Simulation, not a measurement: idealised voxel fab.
process module | voxel self aligned contacts
cross-section cut | 260 nm wide | cells 5 nm
A cross-section is a grid of square cells, given in bands from the top down. A band is one or more rows of cells.
Each band's line starts with the height of the band's top and of its bottom, in nm. Then come its materials from left to right, each with its width in nm. One material with "throughout" fills the band from edge to edge. "air" is empty space.
Height 0 is the level under which the wafer as received is all one material. The lowest band goes on downwards, as in "0 down".
A width such as "30 to 40" changes by the same amount from each row of cells to the next, from the band's top row to its bottom row.
"no change" after a step means that no cell of the cross-section changed.
closed voids: empty space of 8 cells or more with no open way to the top, each as width x height at its distance from the left edge, in nm
after a step's settings: what the simulator itself notes on the step
overlay nm, on a step with a mask: how far to the right of its planned place the mask lay; to the left if negative
plan
1 op RECEIVE | material Si
2 op CONFORMAL_DEP | material SiO2 | thk nm 5
3 op DIRECTIONAL_DEP | material polySi | thk nm 30
4 op DIRECTIONAL_DEP | material SiN | thk nm 25
5 op MASKED_ETCH | tone cover | mask id GATE | width nm 30 | pitch nm 75 | etch materials SiN | depth nm 25 | overlay nm 0
6 op MASKED_ETCH | tone cover | mask id GATE | width nm 30 | pitch nm 75 | etch materials polySi | depth nm 30 | overlay nm 0
7 op CONFORMAL_DEP | material SiN | thk nm 10
8 op DIRECTIONAL_ETCH | etch materials SiN | depth nm 10
9 op FILL_DEP | material SiO2 | thk nm 15
10 op CMP | height nm 65
11 op MASKED_ETCH | tone open | mask id CONTACT | width nm 55 | etch materials SiO2 | depth nm 65 | overlay nm 0
12 op CONFORMAL_DEP | material TiN | thk nm 5
13 op FILL_DEP | material W | thk nm 5
14 op CMP | height nm 65
15 op CONFORMAL_DEP | material SiN | thk nm 5
first wafer, as planned
as received, after step 1
  0 down: Si throughout
  closed voids: none
after step 2
  5 to 0: SiO2 throughout
  below 0: unchanged
after step 3
  35 to 5: polySi throughout
  below 5: unchanged
after step 4
  60 to 35: SiN throughout
  below 35: unchanged
after step 5
  60 to 35: air 75 | SiN 30 | air 45 | SiN 30 | air 80
  below 35: unchanged
after step 6
  60 to 35: air 75 | SiN 30 | air 45 | SiN 30 | air 80
  35 to 5: air 75 | polySi 30 | air 45 | polySi 30 | air 80
  below 5: unchanged
after step 7
  70 to 35: air 65 | SiN 50 | air 25 | SiN 50 | air 70
  35 to 15: air 65 | SiN 10 | polySi 30 | SiN 10 | air 25 | SiN 10 | polySi 30 | SiN 10 | air 70
  15 to 5: SiN 75 | polySi 30 | SiN 45 | polySi 30 | SiN 80
  below 5: unchanged
after step 8
  60 to 35: air 65 | SiN 50 | air 25 | SiN 50 | air 70
  35 to 5: air 65 | SiN 10 | polySi 30 | SiN 10 | air 25 | SiN 10 | polySi 30 | SiN 10 | air 70
  below 5: unchanged
after step 9
  75 to 60: SiO2 throughout
  60 to 35: SiO2 65 | SiN 50 | SiO2 25 | SiN 50 | SiO2 70
  35 to 5: SiO2 65 | SiN 10 | polySi 30 | SiN 10 | SiO2 25 | SiN 10 | polySi 30 | SiN 10 | SiO2 70
  below 5: unchanged
after step 10
  65 to 60: SiO2 throughout
  below 60: unchanged
after step 11
  65 to 60: SiO2 100 | air 55 | SiO2 105
  60 to 35: SiO2 65 | SiN 50 | air 25 | SiN 50 | SiO2 70
  35 to 5: SiO2 65 | SiN 10 | polySi 30 | SiN 10 | air 25 | SiN 10 | polySi 30 | SiN 10 | SiO2 70
  5 to 0: SiO2 115 | air 25 | SiO2 120
  below 0: unchanged
after step 12
  70 to 65: TiN 105 | air 45 | TiN 110
  65 to 60: SiO2 100 | TiN 20 | air 15 | TiN 20 | SiO2 105
  60 to 35: SiO2 65 | SiN 50 | TiN 5 | air 15 | TiN 5 | SiN 50 | SiO2 70
  35 to 5: SiO2 65 | SiN 10 | polySi 30 | SiN 10 | TiN 5 | air 15 | TiN 5 | SiN 10 | polySi 30 | SiN 10 | SiO2 70
  5 to 0: SiO2 115 | TiN 25 | SiO2 120
  below 0: unchanged
after step 13
  75 to 70: W throughout
  70 to 65: TiN 105 | W 45 | TiN 110
  65 to 60: SiO2 100 | TiN 20 | W 15 | TiN 20 | SiO2 105
  60 to 35: SiO2 65 | SiN 50 | TiN 5 | W 15 | TiN 5 | SiN 50 | SiO2 70
  35 to 5: SiO2 65 | SiN 10 | polySi 30 | SiN 10 | TiN 5 | W 15 | TiN 5 | SiN 10 | polySi 30 | SiN 10 | SiO2 70
  below 5: unchanged
after step 14
  65 to 60: SiO2 100 | TiN 20 | W 15 | TiN 20 | SiO2 105
  below 60: unchanged
after step 15
  70 to 65: SiN throughout
  below 65: unchanged
second wafer: like start, like plan, one mistake. Through step 4 it matches the first wafer
when step 5 should have ended
  60 to 35: SiN 75 | air 30 | SiN 45 | air 30 | SiN 80
  below 35: unchanged
when step 6 should have ended: no change
when step 7 should have ended
  70 to 45: SiN 85 | air 10 | SiN 65 | air 10 | SiN 90
  45 to 35: SiN throughout
  below 35: unchanged
when step 8 should have ended
  60 to 35: SiN 85 | air 10 | SiN 65 | air 10 | SiN 90
  below 35: unchanged
when step 9 should have ended
  75 to 60: SiO2 throughout
  60 to 35: SiN 85 | SiO2 10 | SiN 65 | SiO2 10 | SiN 90
  below 35: unchanged
when step 10 should have ended
  65 to 60: SiO2 throughout
  below 60: unchanged
when step 11 should have ended
  65 to 60: SiO2 100 | air 55 | SiO2 105
  below 60: unchanged
when step 12 should have ended
  70 to 65: TiN 105 | air 45 | TiN 110
  65 to 60: SiO2 100 | TiN 55 | SiO2 105
  below 60: unchanged
when step 13 should have ended
  75 to 70: W throughout
  70 to 65: TiN 105 | W 45 | TiN 110
  below 65: unchanged
when step 14 should have ended
  65 to 60: SiO2 100 | TiN 55 | SiO2 105
  below 60: unchanged
when step 15 should have ended
  70 to 65: SiN throughout
  below 65: unchanged
what went wrong: step 5 ran as: op MASKED_ETCH | tone open | mask id GATE | width nm 30 | pitch nm 75 | etch materials SiN | depth nm 25 | overlay nm 0
at the end the second wafer has, in cells: 92 more of SiN | 272 fewer of SiO2 | 24 fewer of TiN | 36 fewer of W | 240 more of polySi
